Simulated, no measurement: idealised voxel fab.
Proc. module: voxel trench capacitor
This is section cut - it's 260 nm across, gridded in 5 nm square cells.
Cross-section, as written here: a square-cell grid given band by band from the top down, where a band holds one or more rows of cells. Within each band entry, the heights of the top and of the bottom of the band appear first, in that order and in nm; the materials of the band then follow from left to right, each with its corresponding width in nm. The designation "throughout" on a single material indicates that it fills the band from edge to edge; the designation "air" indicates empty space. We count height from 0. Below that, the starting wafer is all one material. The lowest band never ends at the bottom but goes on down; see "0 down" for how that is written. When a width is written as two numbers, as in "30 to 40", the first number is the width in the top row of cells of the band and the second is the width in its bottom row, and the width changes by the same amount from each row to the next. Basically "no modifications" means that step didn't change any cell in the cross-section. You'll see "Encapsulated voids" listing empty spaces that have no way open to the top, as long as they're 8 cells or more; the notation is width x height at distance, where the distance is from the left edge, and all of it is in nm. Formally, on a step line, whatever follows the settings is a remark that the simulator itself makes on the step. What "overlay nm" on a step's line means: if the step has a mask, that mask lay this far to the right of its planned place, or, when the value is negative, to the left.
# Process steps (planned)
1 op RECEIVE | material Si
2 op CONFORMAL_DEP | material SiN | thk nm 5
3 op MASKED_ETCH | tone open | mask id TRENCH | width nm 30 | pitch nm 45 | etch materials SiN | depth nm 5 | overlay nm 0
4 op MASKED_ETCH | tone open | mask id TRENCH | width nm 30 | pitch nm 45 | etch materials Si | depth nm 40 | overlay nm 0
5 op CONFORMAL_DEP | material Al2O3 | thk nm 5
6 op CONFORMAL_DEP | material TiN | thk nm 5
7 op FILL_DEP | material W | thk nm 5
8 op CMP | height nm 5
# Wafer as received: cross-section following step 1
    0 down: Si throughout
    Encapsulated voids: none
# The first of two wafers, cross-sectioned at the end of the module, with the run proceeding as planned
    5 to 0: 70 nm SiN; 5 nm Al2O3; 5 nm TiN; 10 nm W; 5 nm TiN; 5 nm Al2O3; 15 nm SiN; 5 nm Al2O3; 5 nm TiN; 10 nm W; 5 nm TiN; 5 nm Al2O3; 15 nm SiN; 5 nm Al2O3; 5 nm TiN; 10 nm W; 5 nm TiN; 5 nm Al2O3; 70 nm SiN
    0 to -30: 70 nm Si; 5 nm Al2O3; 5 nm TiN; 10 nm W; 5 nm TiN; 5 nm Al2O3; 15 nm Si; 5 nm Al2O3; 5 nm TiN; 10 nm W; 5 nm TiN; 5 nm Al2O3; 15 nm Si; 5 nm Al2O3; 5 nm TiN; 10 nm W; 5 nm TiN; 5 nm Al2O3; 70 nm Si
    -30 to -35: 70 nm Si; 5 nm Al2O3; 20 nm TiN; 5 nm Al2O3; 15 nm Si; 5 nm Al2O3; 20 nm TiN; 5 nm Al2O3; 15 nm Si; 5 nm Al2O3; 20 nm TiN; 5 nm Al2O3; 70 nm Si
    -35 to -40: 70 nm Si; 30 nm Al2O3; 15 nm Si; 30 nm Al2O3; 15 nm Si; 30 nm Al2O3; 70 nm Si
    -40 down: Si throughout
    Encapsulated voids: none
# Cross-section, wafer two of two, end of module: same start and plan as wafer one, one error in execution
    5 to 0: 75 nm SiN; 5 nm Al2O3; 5 nm TiN; 5 nm W; 5 nm TiN; 5 nm Al2O3; 20 nm SiN; 5 nm Al2O3; 5 nm TiN; 5 nm W; 5 nm TiN; 5 nm Al2O3; 20 nm SiN; 5 nm Al2O3; 5 nm TiN; 5 nm W; 5 nm TiN; 5 nm Al2O3; 70 nm SiN
    0 to -30: 75 nm Si; 5 nm Al2O3; 5 nm TiN; 5 nm W; 5 nm TiN; 5 nm Al2O3; 20 nm Si; 5 nm Al2O3; 5 nm TiN; 5 nm W; 5 nm TiN; 5 nm Al2O3; 20 nm Si; 5 nm Al2O3; 5 nm TiN; 5 nm W; 5 nm TiN; 5 nm Al2O3; 70 nm Si
    -30 to -35: 75 nm Si; 5 nm Al2O3; 15 nm TiN; 5 nm Al2O3; 20 nm Si; 5 nm Al2O3; 15 nm TiN; 5 nm Al2O3; 20 nm Si; 5 nm Al2O3; 15 nm TiN; 5 nm Al2O3; 70 nm Si
    -35 to -40: 75 nm Si; 25 nm Al2O3; 20 nm Si; 25 nm Al2O3; 20 nm Si; 25 nm Al2O3; 70 nm Si
    -40 down: Si throughout
    Encapsulated voids: none
Processing error: step 3 did not happen as planned, as run it was op MASKED_ETCH | tone open | mask id TRENCH | width nm 25 | pitch nm 45 | etch materials SiN | depth nm 5 | overlay nm 0
At the finish, the second wafer shows more or fewer cells for some materials than the first does: -3 Al2O3 | +24 Si | +3 SiN | -3 TiN | -21 W
